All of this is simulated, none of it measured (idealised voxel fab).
Name of the process module below: voxel trench capacitor
Cross-sectional view cut (width: 175 nm; square cell size: 5 nm).
Reading order for cross-sections: top band down to bottom band. Underlying form: a grid of square cells. Band size: one or more rows of cells. Quick guide to a band line: top height, bottom height (nm) up front; then every material left to right with its width in nm. Only one material and it's marked "all across"? Then it fills the band edge to edge. And "air" just means empty space. Basically, 0 is our baseline, since under it the wafer straight out of the box is all one material. The bottom band has no lower end and keeps on going down, so it looks like "from 0 down". Graded width ("30->40"): value in top row of band = first number; value in bottom row = second number; row-to-row change constant. Key: "no alterations made" - step with no changed cell in the cross-section. Any empty space of 8 cells or more lacking an open way to the top shows up in "Non-vented voids" as width x height at distance, distance from the left edge, in nm. after a step's settings: what the simulator itself notes on the step. "overlay nm" denotes, for a step that has a mask, the displacement of the mask to the right of its planned place, with negative values corresponding to the left. Guide to the pairs. Each holds a before and an after cross-section around one process step; the after cross-section is cut off at the lowest band that changed. Look under the pair for the step between them and its settings. Pairs can come from different runs of this module on the same starting wafer, so a pair follows on from the one above it only where its entry headed "Pre-processing view" says it does.
Pre-processing view:
    from 15 to 10 | Al2O3 35 nm  air 15 nm  Al2O3 25 nm  air 15 nm  Al2O3 25 nm  air 15 nm  Al2O3 45 nm
    from 10 to 0 | SiN 30 nm  Al2O3 5 nm  air 15 nm  Al2O3 5 nm  SiN 15 nm  Al2O3 5 nm  air 15 nm  Al2O3 5 nm  SiN 15 nm  Al2O3 5 nm  air 15 nm  Al2O3 5 nm  SiN 40 nm
    from 0 to -30 | Si 30 nm  Al2O3 5 nm  air 15 nm  Al2O3 5 nm  Si 15 nm  Al2O3 5 nm  air 15 nm  Al2O3 5 nm  Si 15 nm  Al2O3 5 nm  air 15 nm  Al2O3 5 nm  Si 40 nm
    from -30 to -35 | Si 30 nm  Al2O3 25 nm  Si 15 nm  Al2O3 25 nm  Si 15 nm  Al2O3 25 nm  Si 40 nm
    from -35 down | Si all across
    Non-vented voids: none
Post-Process View:
    from 20 to 15 | TiN 40 nm  air 5 nm  TiN 35 nm  air 5 nm  TiN 35 nm  air 5 nm  TiN 50 nm
    from 15 to 10 | Al2O3 35 nm  TiN 5 nm  air 5 nm  TiN 5 nm  Al2O3 25 nm  TiN 5 nm  air 5 nm  TiN 5 nm  Al2O3 25 nm  TiN 5 nm  air 5 nm  TiN 5 nm  Al2O3 45 nm
    from 10 to 0 | SiN 30 nm  Al2O3 5 nm  TiN 5 nm  air 5 nm  TiN 5 nm  Al2O3 5 nm  SiN 15 nm  Al2O3 5 nm  TiN 5 nm  air 5 nm  TiN 5 nm  Al2O3 5 nm  SiN 15 nm  Al2O3 5 nm  TiN 5 nm  air 5 nm  TiN 5 nm  Al2O3 5 nm  SiN 40 nm
    from 0 to -25 | Si 30 nm  Al2O3 5 nm  TiN 5 nm  air 5 nm  TiN 5 nm  Al2O3 5 nm  Si 15 nm  Al2O3 5 nm  TiN 5 nm  air 5 nm  TiN 5 nm  Al2O3 5 nm  Si 15 nm  Al2O3 5 nm  TiN 5 nm  air 5 nm  TiN 5 nm  Al2O3 5 nm  Si 40 nm
    from -25 to -30 | Si 30 nm  Al2O3 5 nm  TiN 15 nm  Al2O3 5 nm  Si 15 nm  Al2O3 5 nm  TiN 15 nm  Al2O3 5 nm  Si 15 nm  Al2O3 5 nm  TiN 15 nm  Al2O3 5 nm  Si 40 nm
    Unchanged below -30.
    Non-vented voids: none
What is the step between the two cross-sections above? CONFORMAL_DEP [material TiN] [thk nm 5]
Pre-processing view: same picture as after in the pair right above, so we don't repeat it.
Post-Process View:
    from 30 to 20 | W all across
    from 20 to 15 | TiN 40 nm  W 5 nm  TiN 35 nm  W 5 nm  TiN 35 nm  W 5 nm  TiN 50 nm
    from 15 to 10 | Al2O3 35 nm  TiN 5 nm  W 5 nm  TiN 5 nm  Al2O3 25 nm  TiN 5 nm  W 5 nm  TiN 5 nm  Al2O3 25 nm  TiN 5 nm  W 5 nm  TiN 5 nm  Al2O3 45 nm
    from 10 to 0 | SiN 30 nm  Al2O3 5 nm  TiN 5 nm  W 5 nm  TiN 5 nm  Al2O3 5 nm  SiN 15 nm  Al2O3 5 nm  TiN 5 nm  W 5 nm  TiN 5 nm  Al2O3 5 nm  SiN 15 nm  Al2O3 5 nm  TiN 5 nm  W 5 nm  TiN 5 nm  Al2O3 5 nm  SiN 40 nm
    from 0 to -25 | Si 30 nm  Al2O3 5 nm  TiN 5 nm  W 5 nm  TiN 5 nm  Al2O3 5 nm  Si 15 nm  Al2O3 5 nm  TiN 5 nm  W 5 nm  TiN 5 nm  Al2O3 5 nm  Si 15 nm  Al2O3 5 nm  TiN 5 nm  W 5 nm  TiN 5 nm  Al2O3 5 nm  Si 40 nm
    Unchanged below -25.
    Non-vented voids: none
What is the step between the two cross-sections above? FILL_DEP [material W] [thk nm 10]
Pre-processing view: same picture as after in the pair right above, so we don't repeat it.
Post-Process View:
    from 10 to 0 | SiN 30 nm  Al2O3 5 nm  TiN 5 nm  W 5 nm  TiN 5 nm  Al2O3 5 nm  SiN 15 nm  Al2O3 5 nm  TiN 5 nm  W 5 nm  TiN 5 nm  Al2O3 5 nm  SiN 15 nm  Al2O3 5 nm  TiN 5 nm  W 5 nm  TiN 5 nm  Al2O3 5 nm  SiN 40 nm
    Unchanged below 0.
    Non-vented voids: none
What is the step between the two cross-sections above? CMP [height nm 10]
Pre-processing view:
    from 20 to 15 | TiN 45 nm  air 5 nm  TiN 35 nm  air 5 nm  TiN 35 nm  air 5 nm  TiN 45 nm
    from 15 to 10 | Al2O3 40 nm  TiN 5 nm  air 5 nm  TiN 5 nm  Al2O3 25 nm  TiN 5 nm  air 5 nm  TiN 5 nm  Al2O3 25 nm  TiN 5 nm  air 5 nm  TiN 5 nm  Al2O3 40 nm
    from 10 to 0 | SiN 35 nm  Al2O3 5 nm  TiN 5 nm  air 5 nm  TiN 5 nm  Al2O3 5 nm  SiN 15 nm  Al2O3 5 nm  TiN 5 nm  air 5 nm  TiN 5 nm  Al2O3 5 nm  SiN 15 nm  Al2O3 5 nm  TiN 5 nm  air 5 nm  TiN 5 nm  Al2O3 5 nm  SiN 35 nm
    from 0 to -25 | Si 35 nm  Al2O3 5 nm  TiN 5 nm  air 5 nm  TiN 5 nm  Al2O3 5 nm  Si 15 nm  Al2O3 5 nm  TiN 5 nm  air 5 nm  TiN 5 nm  Al2O3 5 nm  Si 15 nm  Al2O3 5 nm  TiN 5 nm  air 5 nm  TiN 5 nm  Al2O3 5 nm  Si 35 nm
    from -25 to -30 | Si 35 nm  Al2O3 5 nm  TiN 15 nm  Al2O3 5 nm  Si 15 nm  Al2O3 5 nm  TiN 15 nm  Al2O3 5 nm  Si 15 nm  Al2O3 5 nm  TiN 15 nm  Al2O3 5 nm  Si 35 nm
    from -30 to -35 | Si 35 nm  Al2O3 25 nm  Si 15 nm  Al2O3 25 nm  Si 15 nm  Al2O3 25 nm  Si 35 nm
    from -35 down | Si all across
    Non-vented voids: none
Post-Process View:
    from 30 to 20 | aC all across
    from 20 to 15 | TiN 45 nm  aC 5 nm  TiN 35 nm  aC 5 nm  TiN 35 nm  aC 5 nm  TiN 45 nm
    from 15 to 10 | Al2O3 40 nm  TiN 5 nm  aC 5 nm  TiN 5 nm  Al2O3 25 nm  TiN 5 nm  aC 5 nm  TiN 5 nm  Al2O3 25 nm  TiN 5 nm  aC 5 nm  TiN 5 nm  Al2O3 40 nm
    from 10 to 0 | SiN 35 nm  Al2O3 5 nm  TiN 5 nm  aC 5 nm  TiN 5 nm  Al2O3 5 nm  SiN 15 nm  Al2O3 5 nm  TiN 5 nm  aC 5 nm  TiN 5 nm  Al2O3 5 nm  SiN 15 nm  Al2O3 5 nm  TiN 5 nm  aC 5 nm  TiN 5 nm  Al2O3 5 nm  SiN 35 nm
    from 0 to -25 | Si 35 nm  Al2O3 5 nm  TiN 5 nm  aC 5 nm  TiN 5 nm  Al2O3 5 nm  Si 15 nm  Al2O3 5 nm  TiN 5 nm  aC 5 nm  TiN 5 nm  Al2O3 5 nm  Si 15 nm  Al2O3 5 nm  TiN 5 nm  aC 5 nm  TiN 5 nm  Al2O3 5 nm  Si 35 nm
    Unchanged below -25.
    Non-vented voids: none
What is the step between the two cross-sections above? FILL_DEP [material aC] [thk nm 10]
Pre-processing view: same picture as after in the pair right above, so we don't repeat it.
Post-Process View:
    from 10 to 0 | SiN 35 nm  Al2O3 5 nm  TiN 5 nm  aC 5 nm  TiN 5 nm  Al2O3 5 nm  SiN 15 nm  Al2O3 5 nm  TiN 5 nm  aC 5 nm  TiN 5 nm  Al2O3 5 nm  SiN 15 nm  Al2O3 5 nm  TiN 5 nm  aC 5 nm  TiN 5 nm  Al2O3 5 nm  SiN 35 nm
    Unchanged below 0.
    Non-vented voids: none
What is the step between the two cross-sections above? CMP [height nm 10]
Pre-processing view:
    from 25 to 10 | aC all across
    from 10 to 0 | SiN all across
    from 0 down | Si all across
    Non-vented voids: none
Post-Process View:
    from 55 to 25 | air 35 nm  resist 25 nm  air 15 nm  resist 25 nm  air 15 nm  resist 25 nm  air 35 nm
    Unchanged below 25.
    Non-vented voids: none
What is the step between the two cross-sections above? PATTERN [tone cover] [mask id TRENCH] [material resist] [width nm 25] [pitch nm 40] [thk nm 30] [overlay nm 0]
Pre-processing view: same picture as after in the pair right above, so we don't repeat it.
Post-Process View:
    from 40 to 25 | air 35 nm  resist 25 nm  air 15 nm  resist 25 nm  air 15 nm  resist 25 nm  air 35 nm
    from 25 to 10 | air 35 nm  aC 25 nm  air 15 nm  aC 25 nm  air 15 nm  aC 25 nm  air 35 nm
    Unchanged below 10.
    Non-vented voids: none
What is the step between the two cross-sections above? DIRECTIONAL_ETCH [etch materials aC] [depth nm 15]
Pre-processing view: same picture as after in the pair right above, so we don't repeat it.
Post-Process View:
    from 25 to 10 | air 35 nm  aC 25 nm  air 15 nm  aC 25 nm  air 15 nm  aC 25 nm  air 35 nm
    Unchanged below 10.
    Non-vented voids: none
What is the step between the two cross-sections above? STRIP [etch materials resist]
Pre-processing view: same picture as after in the pair right above, so we don't repeat it.
Post-Process View:
    from 25 to 10 | air 35 nm  aC 25 nm  air 15 nm  aC 25 nm  air 15 nm  aC 25 nm  air 35 nm
    from 10 to 0 | air 35 nm  SiN 25 nm  air 15 nm  SiN 25 nm  air 15 nm  SiN 25 nm  air 35 nm
    Unchanged below 0.
    Non-vented voids: none
What is the step between the two cross-sections above? DIRECTIONAL_ETCH [etch materials SiN] [depth nm 10]
Pre-processing view: same picture as after in the pair right above, so we don't repeat it.
Post-Process View:
    from 25 to 10 | air 35 nm  aC 25 nm  air 15 nm  aC 25 nm  air 15 nm  aC 25 nm  air 35 nm
    from 10 to 0 | air 35 nm  SiN 25 nm  air 15 nm  SiN 25 nm  air 15 nm  SiN 25 nm  air 35 nm
    from 0 to -35 | air 35 nm  Si 25 nm  air 15 nm  Si 25 nm  air 15 nm  Si 25 nm  air 35 nm
    Unchanged below -35.
    Non-vented voids: none
What is the step between the two cross-sections above? DIRECTIONAL_ETCH [etch materials Si] [depth nm 35]
Pre-processing view: same picture as after in the pair right above, so we don't repeat it.
Post-Process View:
    from 10 to 0 | air 35 nm  SiN 25 nm  air 15 nm  SiN 25 nm  air 15 nm  SiN 25 nm  air 35 nm
    Unchanged below 0.
    Non-vented voids: none
What is the step between the two cross-sections above? STRIP [etch materials aC]
Pre-processing view: same picture as after in the pair right above, so we don't repeat it.
Post-Process View:
    from 15 to 10 | air 30 nm  Al2O3 35 nm  air 5 nm  Al2O3 35 nm  air 5 nm  Al2O3 35 nm  air 30 nm
    from 10 to 0 | air 30 nm  Al2O3 5 nm  SiN 25 nm  Al2O3 5 nm  air 5 nm  Al2O3 5 nm  SiN 25 nm  Al2O3 5 nm  air 5 nm  Al2O3 5 nm  SiN 25 nm  Al2O3 5 nm  air 30 nm
    from 0 to -30 | air 30 nm  Al2O3 5 nm  Si 25 nm  Al2O3 5 nm  air 5 nm  Al2O3 5 nm  Si 25 nm  Al2O3 5 nm  air 5 nm  Al2O3 5 nm  Si 25 nm  Al2O3 5 nm  air 30 nm
    from -30 to -35 | Al2O3 35 nm  Si 25 nm  Al2O3 15 nm  Si 25 nm  Al2O3 15 nm  Si 25 nm  Al2O3 35 nm
    Unchanged below -35.
    Non-vented voids: none
What is the step between the two cross-sections above? CONFORMAL_DEP [material Al2O3] [thk nm 5]
Pre-processing view: same picture as after in the pair right above, so we don't repeat it.
Post-Process View:
    from 20 to 15 | air 25 nm  TiN 125 nm  air 25 nm
    from 15 to 10 | air 25 nm  TiN 5 nm  Al2O3 35 nm  TiN 5 nm  Al2O3 35 nm  TiN 5 nm  Al2O3 35 nm  TiN 5 nm  air 25 nm
    from 10 to 0 | air 25 nm  TiN 5 nm  Al2O3 5 nm  SiN 25 nm  Al2O3 5 nm  TiN 5 nm  Al2O3 5 nm  SiN 25 nm  Al2O3 5 nm  TiN 5 nm  Al2O3 5 nm  SiN 25 nm  Al2O3 5 nm  TiN 5 nm  air 25 nm
    from 0 to -25 | air 25 nm  TiN 5 nm  Al2O3 5 nm  Si 25 nm  Al2O3 5 nm  TiN 5 nm  Al2O3 5 nm  Si 25 nm  Al2O3 5 nm  TiN 5 nm  Al2O3 5 nm  Si 25 nm  Al2O3 5 nm  TiN 5 nm  air 25 nm
    from -25 to -30 | TiN 30 nm  Al2O3 5 nm  Si 25 nm  Al2O3 5 nm  TiN 5 nm  Al2O3 5 nm  Si 25 nm  Al2O3 5 nm  TiN 5 nm  Al2O3 5 nm  Si 25 nm  Al2O3 5 nm  TiN 30 nm
    Unchanged below -30.
    Non-vented voids: none
What is the step between the two cross-sections above? CONFORMAL_DEP [material TiN] [thk nm 5]
Pre-processing view: same picture as after in the pair right above, so we don't repeat it.
Post-Process View:
    from 30 to 20 | W all across
    from 20 to 15 | W 25 nm  TiN 125 nm  W 25 nm
    from 15 to 10 | W 25 nm  TiN 5 nm  Al2O3 35 nm  TiN 5 nm  Al2O3 35 nm  TiN 5 nm  Al2O3 35 nm  TiN 5 nm  W 25 nm
    from 10 to 0 | W 25 nm  TiN 5 nm  Al2O3 5 nm  SiN 25 nm  Al2O3 5 nm  TiN 5 nm  Al2O3 5 nm  SiN 25 nm  Al2O3 5 nm  TiN 5 nm  Al2O3 5 nm  SiN 25 nm  Al2O3 5 nm  TiN 5 nm  W 25 nm
    from 0 to -25 | W 25 nm  TiN 5 nm  Al2O3 5 nm  Si 25 nm  Al2O3 5 nm  TiN 5 nm  Al2O3 5 nm  Si 25 nm  Al2O3 5 nm  TiN 5 nm  Al2O3 5 nm  Si 25 nm  Al2O3 5 nm  TiN 5 nm  W 25 nm
    Unchanged below -25.
    Non-vented voids: none
What is the step between the two cross-sections above? FILL_DEP [material W] [thk nm 10]
Pre-processing view: same picture as after in the pair right above, so we don't repeat it.
Post-Process View:
    from 10 to 0 | W 25 nm  TiN 5 nm  Al2O3 5 nm  SiN 25 nm  Al2O3 5 nm  TiN 5 nm  Al2O3 5 nm  SiN 25 nm  Al2O3 5 nm  TiN 5 nm  Al2O3 5 nm  SiN 25 nm  Al2O3 5 nm  TiN 5 nm  W 25 nm
    Unchanged below 0.
    Non-vented voids: none
What is the step between the two cross-sections above? CMP [height nm 10]
